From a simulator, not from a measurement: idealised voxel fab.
Name of the process module below: voxel lift off
Square cell edge 5 nm, section width 295 nm, ID cut.
We lay out every cross-section as a grid of square cells and spell it out in bands from the top down, where one band means one or more rows of cells.
A band entry consists of two parts. The first gives the height of the band's top and the height of its bottom, in nm. The rest lists the band's materials from left to right, each with its width in nm. A single material labelled with the word "everywhere" fills the band from edge to edge, and the word "blank" marks empty space.
Height 0 is the level under which the wafer as received is all one material. The lowest band goes on downwards, as in "z 0 and below".
You'd read "30 to 40" like this: the band's top row of cells is as wide as the first number, its bottom row is as wide as the second, and going down, every row changes width by the same amount as the row before did.
The cross-section has no changed cell in any step marked "all unchanged".
"Closed void inventory" enumerates empty spaces isolated from the top, with no open way to it, that contain at least 8 cells, giving each as width x height at distance from the left edge, all three in nm.
On each step's line, the part that comes after the settings is the simulator's own comment on the step.
For masked steps, "overlay nm" on the step line gives how far right of plan the mask actually lay; a minus sign means it lay to the left.

Set out below are the planned steps of the process:
step 1: RECEIVE with material Si
step 2: CONFORMAL_DEP with material SiN, thk nm 10
step 3: PATTERN with tone open, mask id LINES, material resist, width nm 25, pitch nm 50, thk nm 30, overlay nm 0
step 4: DIRECTIONAL_DEP with material Ru, thk nm 5
step 5: STRIP with etch materials resist
step 6: CONFORMAL_DEP with material SiN, thk nm 5
Quick note for whoever runs this: the wafers start identical, but the thk nm at step 4 isn't the same across them. The plan just shows what the first wafer had.

Here's the first of the wafers in cross-section, just as we got it, i.e. after step 1:
z 0 and below  Si everywhere
Closed void inventory: none

First of several wafers in cross-section at module end, following the final step, step 6:
z 20 to 15  blank 80 nm  SiN 35 nm  blank 15 nm  SiN 35 nm  blank 15 nm  SiN 35 nm  blank 80 nm
z 15 to 10  SiN 85 nm  Ru 25 nm  SiN 25 nm  Ru 25 nm  SiN 25 nm  Ru 25 nm  SiN 85 nm
z 10 to 0  SiN everywhere
z 0 and below  Si everywhere
Closed void inventory: none

Cross-section, module end, final of several wafers:
z 40 to 35  blank 80 nm  SiN 35 nm  blank 15 nm  SiN 35 nm  blank 15 nm  SiN 35 nm  blank 80 nm
z 35 to 15  blank 80 nm  SiN 5 nm  Ru 25 nm  SiN 5 nm  blank 15 nm  SiN 5 nm  Ru 25 nm  SiN 5 nm  blank 15 nm  SiN 5 nm  Ru 25 nm  SiN 5 nm  blank 80 nm
z 15 to 10  SiN 85 nm  Ru 25 nm  SiN 25 nm  Ru 25 nm  SiN 25 nm  Ru 25 nm  SiN 85 nm
z 10 to 0  SiN everywhere
z 0 and below  Si everywhere
Closed void inventory: none

Below, a row for every wafer. Read it as the end-of-module picture: for each material the wafer shows its cells gained (+) or lost (-) since it was received, and then its closed voids:
thk nm 5 | +15 Ru | +183 SiN | Closed void inventory: none
thk nm 10 | +30 Ru | +189 SiN | Closed void inventory: none
thk nm 15 | +45 Ru | +195 SiN | Closed void inventory: none
thk nm 20 | +60 Ru | +201 SiN | Closed void inventory: none
thk nm 25 | +75 Ru | +207 SiN | Closed void inventory: none
